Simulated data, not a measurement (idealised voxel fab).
process module | voxel released beams
cross-section cut | 190 nm wide | cells 5 nm
A cross-section is a grid of square cells, given in bands from the top down. A band is one or more rows of cells.
Each band's line starts with the height of the band's top and of its bottom, in nm. Then come its materials from left to right, each with its width in nm. One material with "throughout" fills the band from edge to edge. "air" is empty space.
Height 0 is the level under which the wafer as received is all one material. The lowest band goes on downwards, as in "0 down".
A width such as "30 to 40" changes by the same amount from each row of cells to the next, from the band's top row to its bottom row.
"no change" after a step means that no cell of the cross-section changed.
closed voids: empty space of 8 cells or more with no open way to the top, each as width x height at its distance from the left edge, in nm
after a step's settings: what the simulator itself notes on the step
overlay nm, on a step with a mask: how far to the right of its planned place the mask lay; to the left if negative
plan
1 op RECEIVE | material Si
2 op CONFORMAL_DEP | material Al2O3 | thk nm 5
3 op DIRECTIONAL_DEP | material SiO2 | thk nm 20
4 op MASKED_ETCH | tone open | mask id ANCHOR | width nm 35 | etch materials SiO2 | depth nm 20 | overlay nm 0
5 op CONFORMAL_DEP | material W | thk nm 15
6 op DIRECTIONAL_DEP | material aC | thk nm 10
7 op PATTERN | tone cover | mask id BEAM | material resist | width nm 115 | thk nm 25 | overlay nm 0
8 op DIRECTIONAL_ETCH | etch materials aC | depth nm 10
9 op STRIP | etch materials resist
10 op DIRECTIONAL_ETCH | etch materials W | depth nm 15
11 op STRIP | etch materials aC
12 op STRIP | etch materials SiO2
first wafer, as planned
as received, after step 1
  0 down: Si throughout
  closed voids: none
after step 2
  5 to 0: Al2O3 throughout
  below 0: unchanged
after step 3
  25 to 5: SiO2 throughout
  below 5: unchanged
after step 4
  25 to 5: SiO2 40 | air 35 | SiO2 115
  below 5: unchanged
after step 5
  40 to 25: W 55 | air 5 | W 130
  25 to 20: SiO2 40 | W 15 | air 5 | W 15 | SiO2 115
  20 to 5: SiO2 40 | W 35 | SiO2 115
  below 5: unchanged
after step 6
  50 to 40: aC 55 | air 5 | aC 130
  40 to 30: W 55 | air 5 | W 130
  30 to 25: W 55 | aC 5 | W 130
  25 to 20: SiO2 40 | W 15 | aC 5 | W 15 | SiO2 115
  below 20: unchanged
after step 7
  75 to 50: air 35 | resist 115 | air 40
  50 to 40: aC 55 | resist 5 | aC 130
  40 to 30: W 55 | resist 5 | W 130
  below 30: unchanged
after step 8
  65 to 50: air 35 | resist 115 | air 40
  50 to 40: air 35 | aC 20 | resist 5 | aC 90 | air 40
  below 40: unchanged
after step 9
  50 to 40: air 35 | aC 20 | air 5 | aC 90 | air 40
  40 to 30: W 55 | air 5 | W 130
  below 30: unchanged
after step 10
  50 to 40: air 35 | aC 20 | air 5 | aC 90 | air 40
  40 to 30: air 35 | W 20 | air 5 | W 90 | air 40
  30 to 25: air 35 | W 20 | aC 5 | W 90 | air 40
  below 25: unchanged
after step 11
  40 to 25: air 35 | W 20 | air 5 | W 90 | air 40
  25 to 20: SiO2 40 | W 15 | air 5 | W 15 | SiO2 115
  below 20: unchanged
after step 12
  40 to 25: air 35 | W 20 | air 5 | W 90 | air 40
  25 to 20: air 40 | W 15 | air 5 | W 15 | air 115
  20 to 5: air 40 | W 35 | air 115
  below 5: unchanged
second wafer: like start, like plan, one mistake. Through step 6 it matches the first wafer
when step 7 should have ended
  75 to 50: air 35 | resist 120 | air 35
  50 to 40: aC 55 | resist 5 | aC 130
  40 to 30: W 55 | resist 5 | W 130
  below 30: unchanged
when step 8 should have ended
  65 to 50: air 35 | resist 120 | air 35
  50 to 40: air 35 | aC 20 | resist 5 | aC 95 | air 35
  below 40: unchanged
when step 9 should have ended
  50 to 40: air 35 | aC 20 | air 5 | aC 95 | air 35
  40 to 30: W 55 | air 5 | W 130
  below 30: unchanged
when step 10 should have ended
  50 to 40: air 35 | aC 20 | air 5 | aC 95 | air 35
  40 to 30: air 35 | W 20 | air 5 | W 95 | air 35
  30 to 25: air 35 | W 20 | aC 5 | W 95 | air 35
  below 25: unchanged
when step 11 should have ended
  40 to 25: air 35 | W 20 | air 5 | W 95 | air 35
  25 to 20: SiO2 40 | W 15 | air 5 | W 15 | SiO2 115
  below 20: unchanged
when step 12 should have ended
  40 to 25: air 35 | W 20 | air 5 | W 95 | air 35
  25 to 20: air 40 | W 15 | air 5 | W 15 | air 115
  20 to 5: air 40 | W 35 | air 115
  below 5: unchanged
what went wrong: step 7 ran as: op PATTERN | tone cover | mask id BEAM | material resist | width nm 120 | thk nm 25 | overlay nm 0
at the end the second wafer has, in cells: 3 more of W
